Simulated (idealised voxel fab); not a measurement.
Proc. module: voxel self aligned contacts
Cross-sectional view cut (width: 260 nm; square cell size: 5 nm).
Cross-section, as written here: a square-cell grid given band by band from the top down, where a band holds one or more rows of cells. Top height, bottom height, nm. Materials left to right, width each, nm. Single material + "full width" = fills band edge to edge. "empty" = empty. Heights are measured from 0, the level below which the as-received wafer is all one material; the lowest band has no bottom and continues downward, written as in "0 down". Top row gets the first number, bottom row gets the second, and each row in between changes by the same step: that is how a band width like "30 to 40" works. Step marked "no alterations made"? Then no cell in the cross-section changed in it. Basically, "Enclosed void inventory" tells you about the enclosed voids: empty spaces with no open way to the top, 8 cells or bigger, each written width x height at distance, where distance is from the left edge, all in nm. Heads up: the bit after the settings on a step's line is the simulator's remark on that step. overlay nm: mask offset rightward from planned place, masked step; negative means leftward offset.
[This section lists the process steps that were planned]
1. op RECEIVE | material Si
2. op OXIDIZE | depth nm 5
3. op DIRECTIONAL_DEP | material polySi | thk nm 20
4. op DIRECTIONAL_DEP | material SiN | thk nm 20
5. op PATTERN | tone cover | mask id GATE | material resist | width nm 35 | pitch nm 60 | thk nm 15 | overlay nm 0
6. op DIRECTIONAL_ETCH | etch materials SiN | depth nm 20
7. op DIRECTIONAL_ETCH | etch materials polySi | depth nm 20
8. op STRIP | etch materials resist
9. op CONFORMAL_DEP | material SiN | thk nm 5
10. op DIRECTIONAL_ETCH | etch materials SiN | depth nm 5
11. op FILL_DEP | material SiO2 | thk nm 15
12. op CMP | height nm 45
13. op PATTERN | tone open | mask id CONTACT | material resist | width nm 45 | thk nm 15 | overlay nm -15
14. op DIRECTIONAL_ETCH | etch materials SiO2 | depth nm 50
15. op STRIP | etch materials resist
16. op CONFORMAL_DEP | material TiN | thk nm 5
17. op FILL_DEP | material Ru | thk nm 5
18. op CMP | height nm 45
19. op CONFORMAL_DEP | material SiCN | thk nm 5
Variable across wafers: step 13 overlay nm (plan value is that of the first wafer; starting state common to all).
[Incoming state of the first of several wafers in cross-section: after step 1]
> 0 down: Si full width
> Enclosed void inventory: none
[Cross-section after step 19, the final step of the module, for the first of several wafers]
> 50 to 45: SiCN full width
> 45 to 40: 90 of SiO2, then 35 of TiN, then 5 of Ru, then 5 of TiN, then 125 of SiO2
> 40 to 20: 75 of SiO2, then 45 of SiN, then 5 of TiN, then 5 of Ru, then 5 of TiN, then 45 of SiN, then 80 of SiO2
> 20 to 0: 75 of SiO2, then 5 of SiN, then 35 of polySi, then 5 of SiN, then 5 of TiN, then 5 of Ru, then 5 of TiN, then 5 of SiN, then 35 of polySi, then 5 of SiN, then 80 of SiO2
> 0 to -5: 120 of SiO2, then 15 of TiN, then 125 of SiO2
> -5 down: Si full width
> Enclosed void inventory: none
[Final wafer cross-section at module end]
> 50 to 45: SiCN full width
> 45 to 40: 120 of SiO2, then 5 of TiN, then 5 of Ru, then 35 of TiN, then 95 of SiO2
> 40 to 20: 75 of SiO2, then 45 of SiN, then 5 of TiN, then 5 of Ru, then 5 of TiN, then 45 of SiN, then 80 of SiO2
> 20 to 0: 75 of SiO2, then 5 of SiN, then 35 of polySi, then 5 of SiN, then 5 of TiN, then 5 of Ru, then 5 of TiN, then 5 of SiN, then 35 of polySi, then 5 of SiN, then 80 of SiO2
> 0 to -5: 120 of SiO2, then 15 of TiN, then 125 of SiO2
> -5 down: Si full width
> Enclosed void inventory: none
[Where each wafer stands at the end of the module, a row apiece: cells of each material gained (+) or lost (-) since it was received, then closed voids]
overlay nm -15 | +9 Ru | -52 Si | +52 SiCN | +88 SiN | +340 SiO2 | +27 TiN | +56 polySi | Enclosed void inventory: none
overlay nm -10 | +9 Ru | -52 Si | +52 SiCN | +88 SiN | +340 SiO2 | +27 TiN | +56 polySi | Enclosed void inventory: none
overlay nm -5 | +9 Ru | -52 Si | +52 SiCN | +88 SiN | +340 SiO2 | +27 TiN | +56 polySi | Enclosed void inventory: none
overlay nm 0 | +9 Ru | -52 Si | +52 SiCN | +88 SiN | +340 SiO2 | +27 TiN | +56 polySi | Enclosed void inventory: none
overlay nm 5 | +9 Ru | -52 Si | +52 SiCN | +88 SiN | +340 SiO2 | +27 TiN | +56 polySi | Enclosed void inventory: none
overlay nm 10 | +9 Ru | -52 Si | +52 SiCN | +88 SiN | +340 SiO2 | +27 TiN | +56 polySi | Enclosed void inventory: none
overlay nm 15 | +9 Ru | -52 Si | +52 SiCN | +88 SiN | +340 SiO2 | +27 TiN | +56 polySi | Enclosed void inventory: none
